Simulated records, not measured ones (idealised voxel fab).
process module | voxel wiring stack
cross-section cut | 280 nm wide | cells 5 nm
A cross-section is a grid of square cells, given in bands from the top down. A band is one or more rows of cells.
Each band's line starts with the height of the band's top and of its bottom, in nm. Then come its materials from left to right, each with its width in nm. One material with "throughout" fills the band from edge to edge. "air" is empty space.
Height 0 is the level under which the wafer as received is all one material. The lowest band goes on downwards, as in "0 down".
A width such as "30 to 40" changes by the same amount from each row of cells to the next, from the band's top row to its bottom row.
"no change" after a step means that no cell of the cross-section changed.
closed voids: empty space of 8 cells or more with no open way to the top, each as width x height at its distance from the left edge, in nm
after a step's settings: what the simulator itself notes on the step
overlay nm, on a step with a mask: how far to the right of its planned place the mask lay; to the left if negative
Each pair below shows a cross-section before one step and the cross-section after it, down to the lowest band that changed. The line under each pair gives the step between them, with its settings. The pairs can come from different runs of this module on the same starting wafer, so a pair continues from the pair above only where its "before" says so.
before
  0 down: Si throughout
  closed voids: none
after
  10 to 0: SiO2 throughout
  below 0: unchanged
  closed voids: none
the step between: op CONFORMAL_DEP | material SiO2 | thk nm 10
before: the cross-section after the pair above
after
  15 to 10: SiCN throughout
  below 10: unchanged
  closed voids: none
the step between: op CONFORMAL_DEP | material SiCN | thk nm 5
before: the cross-section after the pair above
after
  40 to 15: lowk throughout
  below 15: unchanged
  closed voids: none
the step between: op DIRECTIONAL_DEP | material lowk | thk nm 25
before: the cross-section after the pair above
after
  50 to 40: aC throughout
  below 40: unchanged
  closed voids: none
the step between: op DIRECTIONAL_DEP | material aC | thk nm 10
before: the cross-section after the pair above
after
  80 to 50: resist 40 | air 30 | resist 25 | air 30 | resist 25 | air 30 | resist 25 | air 30 | resist 45
  below 50: unchanged
  closed voids: none
the step between: op PATTERN | tone open | mask id METAL_1 | material resist | width nm 30 | pitch nm 55 | thk nm 30 | overlay nm 0
before: the cross-section after the pair above
after
  70 to 50: resist 40 | air 30 | resist 25 | air 30 | resist 25 | air 30 | resist 25 | air 30 | resist 45
  50 to 40: aC 40 | air 30 | aC 25 | air 30 | aC 25 | air 30 | aC 25 | air 30 | aC 45
  below 40: unchanged
  closed voids: none
the step between: op DIRECTIONAL_ETCH | etch materials aC | depth nm 10
before: the cross-section after the pair above
after
  50 to 40: aC 40 | air 30 | aC 25 | air 30 | aC 25 | air 30 | aC 25 | air 30 | aC 45
  below 40: unchanged
  closed voids: none
the step between: op STRIP | etch materials resist
before: the cross-section after the pair above
after
  50 to 40: aC 40 | air 30 | aC 25 | air 30 | aC 25 | air 30 | aC 25 | air 30 | aC 45
  40 to 15: lowk 40 | air 30 | lowk 25 | air 30 | lowk 25 | air 30 | lowk 25 | air 30 | lowk 45
  below 15: unchanged
  closed voids: none
the step between: op DIRECTIONAL_ETCH | etch materials lowk | depth nm 25
before: the cross-section after the pair above
after
  50 to 40: aC 40 | air 30 | aC 25 | air 30 | aC 25 | air 30 | aC 25 | air 30 | aC 45
  40 to 15: lowk 40 | air 30 | lowk 25 | air 30 | lowk 25 | air 30 | lowk 25 | air 30 | lowk 45
  15 to 10: SiCN 40 | air 30 | SiCN 25 | air 30 | SiCN 25 | air 30 | SiCN 25 | air 30 | SiCN 45
  below 10: unchanged
  closed voids: none
the step between: op DIRECTIONAL_ETCH | etch materials SiCN | depth nm 5
before: the cross-section after the pair above
after
  40 to 15: lowk 40 | air 30 | lowk 25 | air 30 | lowk 25 | air 30 | lowk 25 | air 30 | lowk 45
  below 15: unchanged
  closed voids: none
the step between: op STRIP | etch materials aC
before: the cross-section after the pair above
after
  45 to 40: TiN 45 | air 20 | TiN 35 | air 20 | TiN 35 | air 20 | TiN 35 | air 20 | TiN 50
  40 to 15: lowk 40 | TiN 5 | air 20 | TiN 5 | lowk 25 | TiN 5 | air 20 | TiN 5 | lowk 25 | TiN 5 | air 20 | TiN 5 | lowk 25 | TiN 5 | air 20 | TiN 5 | lowk 45
  15 to 10: SiCN 40 | TiN 30 | SiCN 25 | TiN 30 | SiCN 25 | TiN 30 | SiCN 25 | TiN 30 | SiCN 45
  below 10: unchanged
  closed voids: none
the step between: op CONFORMAL_DEP | material TiN | thk nm 5
before: the cross-section after the pair above
after
  50 to 45: Ru throughout
  45 to 40: TiN 45 | Ru 20 | TiN 35 | Ru 20 | TiN 35 | Ru 20 | TiN 35 | Ru 20 | TiN 50
  40 to 15: lowk 40 | TiN 5 | Ru 20 | TiN 5 | lowk 25 | TiN 5 | Ru 20 | TiN 5 | lowk 25 | TiN 5 | Ru 20 | TiN 5 | lowk 25 | TiN 5 | Ru 20 | TiN 5 | lowk 45
  below 15: unchanged
  closed voids: none
the step between: op FILL_DEP | material Ru | thk nm 5
before: the cross-section after the pair above
after
  40 to 15: lowk 40 | TiN 5 | Ru 20 | TiN 5 | lowk 25 | TiN 5 | Ru 20 | TiN 5 | lowk 25 | TiN 5 | Ru 20 | TiN 5 | lowk 25 | TiN 5 | Ru 20 | TiN 5 | lowk 45
  below 15: unchanged
  closed voids: none
the step between: op CMP | height nm 40
before: the cross-section after the pair above
after
  45 to 40: air 35 | Ru 40 | air 15 | Ru 40 | air 15 | Ru 40 | air 15 | Ru 40 | air 40
  below 40: unchanged
  closed voids: none
the step between: op EPI | material Ru | thk nm 5
before: the cross-section after the pair above
after
  50 to 45: SiCN throughout
  45 to 40: SiCN 35 | Ru 40 | SiCN 15 | Ru 40 | SiCN 15 | Ru 40 | SiCN 15 | Ru 40 | SiCN 40
  below 40: unchanged
  closed voids: none
the step between: op FILL_DEP | material SiCN | thk nm 5
before: the cross-section after the pair above
after
  65 to 50: lowk throughout
  below 50: unchanged
  closed voids: none
the step between: op DIRECTIONAL_DEP | material lowk | thk nm 15
before: the cross-section after the pair above
after
  80 to 65: aC throughout
  below 65: unchanged
  closed voids: none
the step between: op DIRECTIONAL_DEP | material aC | thk nm 15
before: the cross-section after the pair above
after
  115 to 80: resist 40 | air 15 | resist 95 | air 15 | resist 115
  below 80: unchanged
  closed voids: none
the step between: op PATTERN | tone open | mask id PLUG_1 | material resist | width nm 15 | pitch nm 110 | thk nm 35 | overlay nm 0
before: the cross-section after the pair above
after
  100 to 80: resist 40 | air 15 | resist 95 | air 15 | resist 115
  80 to 65: aC 40 | air 15 | aC 95 | air 15 | aC 115
  below 65: unchanged
  closed voids: none
the step between: op DIRECTIONAL_ETCH | etch materials aC | depth nm 15
before: the cross-section after the pair above
after
  80 to 65: aC 40 | air 15 | aC 95 | air 15 | aC 115
  below 65: unchanged
  closed voids: none
the step between: op STRIP | etch materials resist
before: the cross-section after the pair above
after
  80 to 65: aC 40 | air 15 | aC 95 | air 15 | aC 115
  65 to 50: lowk 40 | air 15 | lowk 95 | air 15 | lowk 115
  below 50: unchanged
  closed voids: none
the step between: op DIRECTIONAL_ETCH | etch materials lowk | depth nm 15
before: the cross-section after the pair above
after
  80 to 65: aC 40 | air 15 | aC 95 | air 15 | aC 115
  65 to 50: lowk 40 | air 15 | lowk 95 | air 15 | lowk 115
  50 to 45: SiCN 40 | air 15 | SiCN 95 | air 15 | SiCN 115
  below 45: unchanged
  closed voids: none
the step between: op DIRECTIONAL_ETCH | etch materials SiCN | depth nm 5
before: the cross-section after the pair above
after
  65 to 50: lowk 40 | air 15 | lowk 95 | air 15 | lowk 115
  below 50: unchanged
  closed voids: none
the step between: op STRIP | etch materials aC
before: the cross-section after the pair above
after
  65 to 55: lowk 40 | air 15 | lowk 95 | air 15 | lowk 115
  55 to 50: lowk 40 | Ru 15 | lowk 95 | Ru 15 | lowk 115
  50 to 45: SiCN 40 | Ru 15 | SiCN 95 | Ru 15 | SiCN 115
  below 45: unchanged
  closed voids: none
the step between: op EPI | material Ru | thk nm 10
before: the cross-section after the pair above
after
  65 to 50: lowk 40 | Ru 15 | lowk 95 | Ru 15 | lowk 115
  below 50: unchanged
  closed voids: none
the step between: op EPI | material Ru | thk nm 10
before: the cross-section after the pair above
after
  70 to 65: TiN throughout
  below 65: unchanged
  closed voids: none
the step between: op DIRECTIONAL_DEP | material TiN | thk nm 5
before: the cross-section after the pair above
after
  95 to 70: W throughout
  below 70: unchanged
  closed voids: none
the step between: op DIRECTIONAL_DEP | material W | thk nm 25
before: the cross-section after the pair above
after
  105 to 95: aC throughout
  below 95: unchanged
  closed voids: none
the step between: op DIRECTIONAL_DEP | material aC | thk nm 10
before: the cross-section after the pair above
after
  135 to 105: air 40 | resist 30 | air 25 | resist 30 | air 25 | resist 30 | air 25 | resist 30 | air 45
  below 105: unchanged
  closed voids: none
the step between: op PATTERN | tone cover | mask id METAL_2 | material resist | width nm 30 | pitch nm 55 | thk nm 30 | overlay nm 0
before: the cross-section after the pair above
after
  125 to 105: air 40 | resist 30 | air 25 | resist 30 | air 25 | resist 30 | air 25 | resist 30 | air 45
  105 to 95: air 40 | aC 30 | air 25 | aC 30 | air 25 | aC 30 | air 25 | aC 30 | air 45
  below 95: unchanged
  closed voids: none
the step between: op DIRECTIONAL_ETCH | etch materials aC | depth nm 10
before: the cross-section after the pair above
after
  105 to 95: air 40 | aC 30 | air 25 | aC 30 | air 25 | aC 30 | air 25 | aC 30 | air 45
  below 95: unchanged
  closed voids: none
the step between: op STRIP | etch materials resist
before: the cross-section after the pair above
after
  105 to 95: air 40 | aC 30 | air 25 | aC 30 | air 25 | aC 30 | air 25 | aC 30 | air 45
  95 to 70: air 40 | W 30 | air 25 | W 30 | air 25 | W 30 | air 25 | W 30 | air 45
  below 70: unchanged
  closed voids: none
the step between: op DIRECTIONAL_ETCH | etch materials W | depth nm 25
before: the cross-section after the pair above
after
  105 to 95: air 40 | aC 30 | air 25 | aC 30 | air 25 | aC 30 | air 25 | aC 30 | air 45
  95 to 70: air 40 | W 30 | air 25 | W 30 | air 25 | W 30 | air 25 | W 30 | air 45
  70 to 65: air 40 | TiN 30 | air 25 | TiN 30 | air 25 | TiN 30 | air 25 | TiN 30 | air 45
  below 65: unchanged
  closed voids: none
the step between: op DIRECTIONAL_ETCH | etch materials TiN | depth nm 5
before: the cross-section after the pair above
after
  95 to 70: air 40 | W 30 | air 25 | W 30 | air 25 | W 30 | air 25 | W 30 | air 45
  below 70: unchanged
  closed voids: none
the step between: op STRIP | etch materials aC
before: the cross-section after the pair above
after
  100 to 95: air 35 | SiCN 40 | air 15 | SiCN 40 | air 15 | SiCN 40 | air 15 | SiCN 40 | air 40
  95 to 70: air 35 | SiCN 5 | W 30 | SiCN 5 | air 15 | SiCN 5 | W 30 | SiCN 5 | air 15 | SiCN 5 | W 30 | SiCN 5 | air 15 | SiCN 5 | W 30 | SiCN 5 | air 40
  70 to 65: SiCN 40 | TiN 30 | SiCN 25 | TiN 30 | SiCN 25 | TiN 30 | SiCN 25 | TiN 30 | SiCN 45
  below 65: unchanged
  closed voids: none
the step between: op CONFORMAL_DEP | material SiCN | thk nm 5
before: the cross-section after the pair above
after
  105 to 100: lowk throughout
  100 to 95: lowk 35 | SiCN 40 | lowk 15 | SiCN 40 | lowk 15 | SiCN 40 | lowk 15 | SiCN 40 | lowk 40
  95 to 70: lowk 35 | SiCN 5 | W 30 | SiCN 5 | lowk 15 | SiCN 5 | W 30 | SiCN 5 | lowk 15 | SiCN 5 | W 30 | SiCN 5 | lowk 15 | SiCN 5 | W 30 | SiCN 5 | lowk 40
  below 70: unchanged
  closed voids: none
the step between: op FILL_DEP | material lowk | thk nm 5
before: the cross-section after the pair above
after
  95 to 70: lowk 35 | SiCN 5 | W 30 | SiCN 5 | lowk 15 | SiCN 5 | W 30 | SiCN 5 | lowk 15 | SiCN 5 | W 30 | SiCN 5 | lowk 15 | SiCN 5 | W 30 | SiCN 5 | lowk 40
  below 70: unchanged
  closed voids: none
the step between: op CMP | height nm 95
before: the cross-section after the pair above
after
  100 to 95: SiCN throughout
  below 95: unchanged
  closed voids: none
the step between: op CONFORMAL_DEP | material SiCN | thk nm 5
before: the cross-section after the pair above
after
  120 to 100: SiO2 throughout
  below 100: unchanged
  closed voids: none
the step between: op DIRECTIONAL_DEP | material SiO2 | thk nm 20
before: the cross-section after the pair above
after
  120 to 100: SiO2 40 | air 15 | SiO2 40 | air 15 | SiO2 40 | air 15 | SiO2 40 | air 15 | SiO2 60
  below 100: unchanged
  closed voids: none
the step between: op MASKED_ETCH | tone open | mask id PLUG_2 | width nm 15 | pitch nm 55 | etch materials SiO2 | depth nm 20 | overlay nm 0
before: the cross-section after the pair above
after
  120 to 100: SiO2 40 | air 15 | SiO2 40 | air 15 | SiO2 40 | air 15 | SiO2 40 | air 15 | SiO2 60
  100 to 95: SiCN 40 | air 15 | SiCN 40 | air 15 | SiCN 40 | air 15 | SiCN 40 | air 15 | SiCN 60
  below 95: unchanged
  closed voids: none
the step between: op MASKED_ETCH | tone open | mask id PLUG_2 | width nm 15 | pitch nm 55 | etch materials SiCN | depth nm 5 | overlay nm 0
before: the cross-section after the pair above
after
  120 to 105: SiO2 40 | air 15 | SiO2 40 | air 15 | SiO2 40 | air 15 | SiO2 40 | air 15 | SiO2 60
  105 to 100: SiO2 40 | Ru 15 | SiO2 40 | Ru 15 | SiO2 40 | Ru 15 | SiO2 40 | Ru 15 | SiO2 60
  100 to 95: SiCN 40 | Ru 15 | SiCN 40 | Ru 15 | SiCN 40 | Ru 15 | SiCN 40 | Ru 15 | SiCN 60
  below 95: unchanged
  closed voids: none
the step between: op EPI | material Ru | thk nm 10
before: the cross-section after the pair above
after
  120 to 115: SiO2 40 | air 15 | SiO2 40 | air 15 | SiO2 40 | air 15 | SiO2 40 | air 15 | SiO2 60
  115 to 100: SiO2 40 | Ru 15 | SiO2 40 | Ru 15 | SiO2 40 | Ru 15 | SiO2 40 | Ru 15 | SiO2 60
  below 100: unchanged
  closed voids: none
the step between: op EPI | material Ru | thk nm 10
before: the cross-section after the pair above
after
  120 to 100: SiO2 40 | Ru 15 | SiO2 40 | Ru 15 | SiO2 40 | Ru 15 | SiO2 40 | Ru 15 | SiO2 60
  below 100: unchanged
  closed voids: none
the step between: op EPI | material Ru | thk nm 5
before: the cross-section after the pair above
after
  125 to 120: TiN throughout
  below 120: unchanged
  closed voids: none
the step between: op DIRECTIONAL_DEP | material TiN | thk nm 5
before: the cross-section after the pair above
after
  150 to 125: Ru throughout
  below 125: unchanged
  closed voids: none
the step between: op DIRECTIONAL_DEP | material Ru | thk nm 25
before: the cross-section after the pair above
after
  150 to 125: air 40 | Ru 30 | air 25 | Ru 30 | air 25 | Ru 30 | air 25 | Ru 30 | air 45
  below 125: unchanged
  closed voids: none
the step between: op MASKED_ETCH | tone cover | mask id METAL_3 | width nm 30 | pitch nm 55 | etch materials Ru | depth nm 25 | overlay nm 0
before: the cross-section after the pair above
after
  150 to 125: air 40 | Ru 30 | air 25 | Ru 30 | air 25 | Ru 30 | air 25 | Ru 30 | air 45
  125 to 120: air 40 | TiN 30 | air 25 | TiN 30 | air 25 | TiN 30 | air 25 | TiN 30 | air 45
  below 120: unchanged
  closed voids: none
the step between: op MASKED_ETCH | tone cover | mask id METAL_3 | width nm 30 | pitch nm 55 | etch materials TiN | depth nm 5 | overlay nm 0
before: the cross-section after the pair above
after
  155 to 150: lowk throughout
  150 to 125: lowk 40 | Ru 30 | lowk 25 | Ru 30 | lowk 25 | Ru 30 | lowk 25 | Ru 30 | lowk 45
  125 to 120: lowk 40 | TiN 30 | lowk 25 | TiN 30 | lowk 25 | TiN 30 | lowk 25 | TiN 30 | lowk 45
  below 120: unchanged
  closed voids: none
the step between: op FILL_DEP | material lowk | thk nm 5
before: the cross-section after the pair above
after
  150 to 125: lowk 40 | Ru 30 | lowk 25 | Ru 30 | lowk 25 | Ru 30 | lowk 25 | Ru 30 | lowk 45
  below 125: unchanged
  closed voids: none
the step between: op CMP | height nm 150
before: the cross-section after the pair above
after
  155 to 150: SiN throughout
  below 150: unchanged
  closed voids: none
the step between: op CONFORMAL_DEP | material SiN | thk nm 5
before
  65 to 55: lowk 40 | air 15 | lowk 95 | air 15 | lowk 115
  55 to 50: lowk 40 | Ru 15 | lowk 95 | Ru 15 | lowk 115
  50 to 45: SiCN 40 | Ru 15 | SiCN 95 | Ru 15 | SiCN 115
  45 to 40: SiCN 35 | Ru 40 | SiCN 15 | Ru 40 | SiCN 15 | Ru 40 | SiCN 15 | Ru 40 | SiCN 40
  40 to 15: lowk 40 | TiN 5 | Ru 20 | TiN 5 | lowk 25 | TiN 5 | Ru 20 | TiN 5 | lowk 25 | TiN 5 | Ru 20 | TiN 5 | lowk 25 | TiN 5 | Ru 20 | TiN 5 | lowk 45
  15 to 10: SiCN 40 | TiN 30 | SiCN 25 | TiN 30 | SiCN 25 | TiN 30 | SiCN 25 | TiN 30 | SiCN 45
  10 to 0: SiO2 throughout
  0 down: Si throughout
  closed voids: none
after
  70 to 65: TiN 40 | air 15 | TiN 95 | air 15 | TiN 115
  65 to 60: lowk 40 | air 15 | lowk 95 | air 15 | lowk 115
  60 to 55: lowk 40 | TiN 15 | lowk 95 | TiN 15 | lowk 115
  below 55: unchanged
  closed voids: none
the step between: op DIRECTIONAL_DEP | material TiN | thk nm 5
before: the cross-section after the pair above
after
  95 to 85: W 40 | air 15 | W 95 | air 15 | W 115
  85 to 70: W throughout
  70 to 65: TiN 40 | W 15 | TiN 95 | W 15 | TiN 115
  65 to 60: lowk 40 | W 15 | lowk 95 | W 15 | lowk 115
  below 60: unchanged
  closed voids: none
the step between: op DIRECTIONAL_DEP | material W | thk nm 25
before: the cross-section after the pair above
after
  105 to 95: aC 40 | air 15 | aC 95 | air 15 | aC 115
  95 to 85: W 40 | aC 15 | W 95 | aC 15 | W 115
  below 85: unchanged
  closed voids: none
the step between: op DIRECTIONAL_DEP | material aC | thk nm 10
before: the cross-section after the pair above
after
  135 to 105: air 40 | resist 30 | air 25 | resist 30 | air 25 | resist 30 | air 25 | resist 30 | air 45
  105 to 95: aC 40 | resist 15 | aC 95 | resist 15 | aC 115
  below 95: unchanged
  closed voids: none
the step between: op PATTERN | tone cover | mask id METAL_2 | material resist | width nm 30 | pitch nm 55 | thk nm 30 | overlay nm 0
before: the cross-section after the pair above
after
  125 to 105: air 40 | resist 30 | air 25 | resist 30 | air 25 | resist 30 | air 25 | resist 30 | air 45
  105 to 95: air 40 | resist 15 | aC 15 | air 25 | aC 30 | air 25 | resist 15 | aC 15 | air 25 | aC 30 | air 45
  below 95: unchanged
  closed voids: none
the step between: op DIRECTIONAL_ETCH | etch materials aC | depth nm 10
before: the cross-section after the pair above
after
  105 to 95: air 55 | aC 15 | air 25 | aC 30 | air 40 | aC 15 | air 25 | aC 30 | air 45
  below 95: unchanged
  closed voids: none
the step between: op STRIP | etch materials resist
before: the cross-section after the pair above
after
  105 to 95: air 55 | aC 15 | air 25 | aC 30 | air 40 | aC 15 | air 25 | aC 30 | air 45
  95 to 85: air 40 | aC 15 | W 15 | air 25 | W 30 | air 25 | aC 15 | W 15 | air 25 | W 30 | air 45
  85 to 70: air 40 | W 30 | air 25 | W 30 | air 25 | W 30 | air 25 | W 30 | air 45
  below 70: unchanged
  closed voids: none
the step between: op DIRECTIONAL_ETCH | etch materials W | depth nm 25
before: the cross-section after the pair above
after
  105 to 95: air 55 | aC 15 | air 25 | aC 30 | air 40 | aC 15 | air 25 | aC 30 | air 45
  95 to 85: air 40 | aC 15 | W 15 | air 25 | W 30 | air 25 | aC 15 | W 15 | air 25 | W 30 | air 45
  85 to 70: air 40 | W 30 | air 25 | W 30 | air 25 | W 30 | air 25 | W 30 | air 45
  70 to 65: air 40 | W 15 | TiN 15 | air 25 | TiN 30 | air 25 | W 15 | TiN 15 | air 25 | TiN 30 | air 45
  below 65: unchanged
  closed voids: none
the step between: op DIRECTIONAL_ETCH | etch materials TiN | depth nm 5
before: the cross-section after the pair above
after
  95 to 85: air 55 | W 15 | air 25 | W 30 | air 40 | W 15 | air 25 | W 30 | air 45
  below 85: unchanged
  closed voids: none
the step between: op STRIP | etch materials aC
before: the cross-section after the pair above
after
  100 to 95: air 50 | SiCN 25 | air 15 | SiCN 40 | air 30 | SiCN 25 | air 15 | SiCN 40 | air 40
  95 to 85: air 50 to 35 | SiCN 5 to 20 | W 15 | SiCN 5 | air 15 | SiCN 5 | W 30 | SiCN 5 | air 30 to 15 | SiCN 5 to 20 | W 15 | SiCN 5 | air 15 | SiCN 5 | W 30 | SiCN 5 | air 40
  85 to 70: air 35 | SiCN 5 | W 30 | SiCN 5 | air 15 | SiCN 5 | W 30 | SiCN 5 | air 15 | SiCN 5 | W 30 | SiCN 5 | air 15 | SiCN 5 | W 30 | SiCN 5 | air 40
  70 to 65: SiCN 40 | W 15 | TiN 15 | SiCN 25 | TiN 30 | SiCN 25 | W 15 | TiN 15 | SiCN 25 | TiN 30 | SiCN 45
  below 65: unchanged
  closed voids: none
the step between: op CONFORMAL_DEP | material SiCN | thk nm 5
before: the cross-section after the pair above
after
  105 to 100: lowk throughout
  100 to 95: lowk 50 | SiCN 25 | lowk 15 | SiCN 40 | lowk 30 | SiCN 25 | lowk 15 | SiCN 40 | lowk 40
  95 to 85: lowk 50 to 35 | SiCN 5 to 20 | W 15 | SiCN 5 | lowk 15 | SiCN 5 | W 30 | SiCN 5 | lowk 30 to 15 | SiCN 5 to 20 | W 15 | SiCN 5 | lowk 15 | SiCN 5 | W 30 | SiCN 5 | lowk 40
  85 to 70: lowk 35 | SiCN 5 | W 30 | SiCN 5 | lowk 15 | SiCN 5 | W 30 | SiCN 5 | lowk 15 | SiCN 5 | W 30 | SiCN 5 | lowk 15 | SiCN 5 | W 30 | SiCN 5 | lowk 40
  below 70: unchanged
  closed voids: none
the step between: op FILL_DEP | material lowk | thk nm 5
before: the cross-section after the pair above
after
  95 to 85: lowk 50 to 35 | SiCN 5 to 20 | W 15 | SiCN 5 | lowk 15 | SiCN 5 | W 30 | SiCN 5 | lowk 30 to 15 | SiCN 5 to 20 | W 15 | SiCN 5 | lowk 15 | SiCN 5 | W 30 | SiCN 5 | lowk 40
  below 85: unchanged
  closed voids: none
the step between: op CMP | height nm 95
before: the cross-section after the pair above
after
  100 to 95: SiCN throughout
  below 95: unchanged
  closed voids: none
the step between: op CONFORMAL_DEP | material SiCN | thk nm 5
before: the cross-section after the pair above
after
  120 to 100: SiO2 throughout
  below 100: unchanged
  closed voids: none
the step between: op DIRECTIONAL_DEP | material SiO2 | thk nm 20
before: the cross-section after the pair above
after
  120 to 100: SiO2 40 | air 15 | SiO2 40 | air 15 | SiO2 40 | air 15 | SiO2 40 | air 15 | SiO2 60
  below 100: unchanged
  closed voids: none
the step between: op MASKED_ETCH | tone open | mask id PLUG_2 | width nm 15 | pitch nm 55 | etch materials SiO2 | depth nm 20 | overlay nm 0
before: the cross-section after the pair above
after
  120 to 100: SiO2 40 | air 15 | SiO2 40 | air 15 | SiO2 40 | air 15 | SiO2 40 | air 15 | SiO2 60
  100 to 95: SiCN 40 | air 15 | SiCN 40 | air 15 | SiCN 40 | air 15 | SiCN 40 | air 15 | SiCN 60
  below 95: unchanged
  closed voids: none
the step between: op MASKED_ETCH | tone open | mask id PLUG_2 | width nm 15 | pitch nm 55 | etch materials SiCN | depth nm 5 | overlay nm 0
before: the cross-section after the pair above
after
  120 to 105: SiO2 40 | air 15 | SiO2 40 | air 15 | SiO2 40 | air 15 | SiO2 40 | air 15 | SiO2 60
  105 to 100: SiO2 40 | air 15 | SiO2 40 | Ru 15 | SiO2 40 | air 15 | SiO2 40 | Ru 15 | SiO2 60
  100 to 95: SiCN 40 | air 15 | SiCN 40 | Ru 15 | SiCN 40 | air 15 | SiCN 40 | Ru 15 | SiCN 60
  below 95: unchanged
  closed voids: none
the step between: op EPI | material Ru | thk nm 10
before: the cross-section after the pair above
after
  120 to 115: SiO2 40 | air 15 | SiO2 40 | air 15 | SiO2 40 | air 15 | SiO2 40 | air 15 | SiO2 60
  115 to 100: SiO2 40 | air 15 | SiO2 40 | Ru 15 | SiO2 40 | air 15 | SiO2 40 | Ru 15 | SiO2 60
  below 100: unchanged
  closed voids: none
the step between: op EPI | material Ru | thk nm 10
before: the cross-section after the pair above
after
  120 to 100: SiO2 40 | air 15 | SiO2 40 | Ru 15 | SiO2 40 | air 15 | SiO2 40 | Ru 15 | SiO2 60
  below 100: unchanged
  closed voids: none
the step between: op EPI | material Ru | thk nm 5
before: the cross-section after the pair above
after
  125 to 120: TiN 40 | air 15 | TiN 95 | air 15 | TiN 115
  120 to 100: SiO2 40 | air 15 | SiO2 40 | Ru 15 | SiO2 40 | air 15 | SiO2 40 | Ru 15 | SiO2 60
  100 to 95: SiCN 40 | TiN 15 | SiCN 40 | Ru 15 | SiCN 40 | TiN 15 | SiCN 40 | Ru 15 | SiCN 60
  below 95: unchanged
  closed voids: none
the step between: op DIRECTIONAL_DEP | material TiN | thk nm 5
before: the cross-section after the pair above
after
  150 to 125: Ru 40 | air 15 | Ru 95 | air 15 | Ru 115
  125 to 120: TiN 40 | Ru 15 | TiN 95 | Ru 15 | TiN 115
  120 to 100: SiO2 40 | Ru 15 | SiO2 40 | Ru 15 | SiO2 40 | Ru 15 | SiO2 40 | Ru 15 | SiO2 60
  below 100: unchanged
  closed voids: none
the step between: op DIRECTIONAL_DEP | material Ru | thk nm 25
before: the cross-section after the pair above
after
  150 to 125: air 55 | Ru 15 | air 25 | Ru 30 | air 40 | Ru 15 | air 25 | Ru 30 | air 45
  below 125: unchanged
  closed voids: none
the step between: op MASKED_ETCH | tone cover | mask id METAL_3 | width nm 30 | pitch nm 55 | etch materials Ru | depth nm 25 | overlay nm 0
before: the cross-section after the pair above
after
  150 to 125: air 55 | Ru 15 | air 25 | Ru 30 | air 40 | Ru 15 | air 25 | Ru 30 | air 45
  125 to 120: air 40 | Ru 15 | TiN 15 | air 25 | TiN 30 | air 25 | Ru 15 | TiN 15 | air 25 | TiN 30 | air 45
  below 120: unchanged
  closed voids: none
the step between: op MASKED_ETCH | tone cover | mask id METAL_3 | width nm 30 | pitch nm 55 | etch materials TiN | depth nm 5 | overlay nm 0
before: the cross-section after the pair above
after
  155 to 150: lowk throughout
  150 to 125: lowk 55 | Ru 15 | lowk 25 | Ru 30 | lowk 40 | Ru 15 | lowk 25 | Ru 30 | lowk 45
  125 to 120: lowk 40 | Ru 15 | TiN 15 | lowk 25 | TiN 30 | lowk 25 | Ru 15 | TiN 15 | lowk 25 | TiN 30 | lowk 45
  below 120: unchanged
  closed voids: none
the step between: op FILL_DEP | material lowk | thk nm 5
before: the cross-section after the pair above
after
  150 to 125: lowk 55 | Ru 15 | lowk 25 | Ru 30 | lowk 40 | Ru 15 | lowk 25 | Ru 30 | lowk 45
  below 125: unchanged
  closed voids: none
the step between: op CMP | height nm 150
before: the cross-section after the pair above
after
  155 to 150: SiN throughout
  below 150: unchanged
  closed voids: none
the step between: op CONFORMAL_DEP | material SiN | thk nm 5
before
  120 to 100: SiO2 throughout
  100 to 95: SiCN throughout
  95 to 70: lowk 35 | SiCN 5 | W 30 | SiCN 5 | lowk 15 | SiCN 5 | W 30 | SiCN 5 | lowk 15 | SiCN 5 | W 30 | SiCN 5 | lowk 15 | SiCN 5 | W 30 | SiCN 5 | lowk 40
  70 to 65: SiCN 40 | TiN 30 | SiCN 25 | TiN 30 | SiCN 25 | TiN 30 | SiCN 25 | TiN 30 | SiCN 45
  65 to 50: lowk 40 | Ru 15 | lowk 95 | Ru 15 | lowk 115
  50 to 45: SiCN 40 | Ru 15 | SiCN 95 | Ru 15 | SiCN 115
  45 to 40: SiCN 35 | Ru 40 | SiCN 15 | Ru 40 | SiCN 15 | Ru 40 | SiCN 15 | Ru 40 | SiCN 40
  40 to 15: lowk 40 | TiN 5 | Ru 20 | TiN 5 | lowk 25 | TiN 5 | Ru 20 | TiN 5 | lowk 25 | TiN 5 | Ru 20 | TiN 5 | lowk 25 | TiN 5 | Ru 20 | TiN 5 | lowk 45
  15 to 10: SiCN 40 | TiN 30 | SiCN 25 | TiN 30 | SiCN 25 | TiN 30 | SiCN 25 | TiN 30 | SiCN 45
  10 to 0: SiO2 throughout
  0 down: Si throughout
  closed voids: none
after
  140 to 100: SiO2 throughout
  below 100: unchanged
  closed voids: none
the step between: op DIRECTIONAL_DEP | material SiO2 | thk nm 20
before: the cross-section after the pair above
after
  140 to 120: SiO2 40 | air 15 | SiO2 40 | air 15 | SiO2 40 | air 15 | SiO2 40 | air 15 | SiO2 60
  below 120: unchanged
  closed voids: none
the step between: op MASKED_ETCH | tone open | mask id PLUG_2 | width nm 15 | pitch nm 55 | etch materials SiO2 | depth nm 20 | overlay nm 0
before: the cross-section after the pair above
after
  145 to 140: TiN 40 | air 15 | TiN 40 | air 15 | TiN 40 | air 15 | TiN 40 | air 15 | TiN 60
  140 to 125: SiO2 40 | air 15 | SiO2 40 | air 15 | SiO2 40 | air 15 | SiO2 40 | air 15 | SiO2 60
  125 to 120: SiO2 40 | TiN 15 | SiO2 40 | TiN 15 | SiO2 40 | TiN 15 | SiO2 40 | TiN 15 | SiO2 60
  below 120: unchanged
  closed voids: none
the step between: op DIRECTIONAL_DEP | material TiN | thk nm 5
before: the cross-section after the pair above
after
  170 to 150: Ru 40 | air 15 | Ru 40 | air 15 | Ru 40 | air 15 | Ru 40 | air 15 | Ru 60
  150 to 145: Ru throughout
  145 to 140: TiN 40 | Ru 15 | TiN 40 | Ru 15 | TiN 40 | Ru 15 | TiN 40 | Ru 15 | TiN 60
  140 to 125: SiO2 40 | Ru 15 | SiO2 40 | Ru 15 | SiO2 40 | Ru 15 | SiO2 40 | Ru 15 | SiO2 60
  below 125: unchanged
  closed voids: none
the step between: op DIRECTIONAL_DEP | material Ru | thk nm 25
before: the cross-section after the pair above
after
  170 to 150: air 55 | Ru 15 | air 40 | Ru 15 | air 40 | Ru 15 | air 40 | Ru 15 | air 45
  150 to 145: air 40 | Ru 30 | air 25 | Ru 30 | air 25 | Ru 30 | air 25 | Ru 30 | air 45
  below 145: unchanged
  closed voids: none
the step between: op MASKED_ETCH | tone cover | mask id METAL_3 | width nm 30 | pitch nm 55 | etch materials Ru | depth nm 25 | overlay nm 0
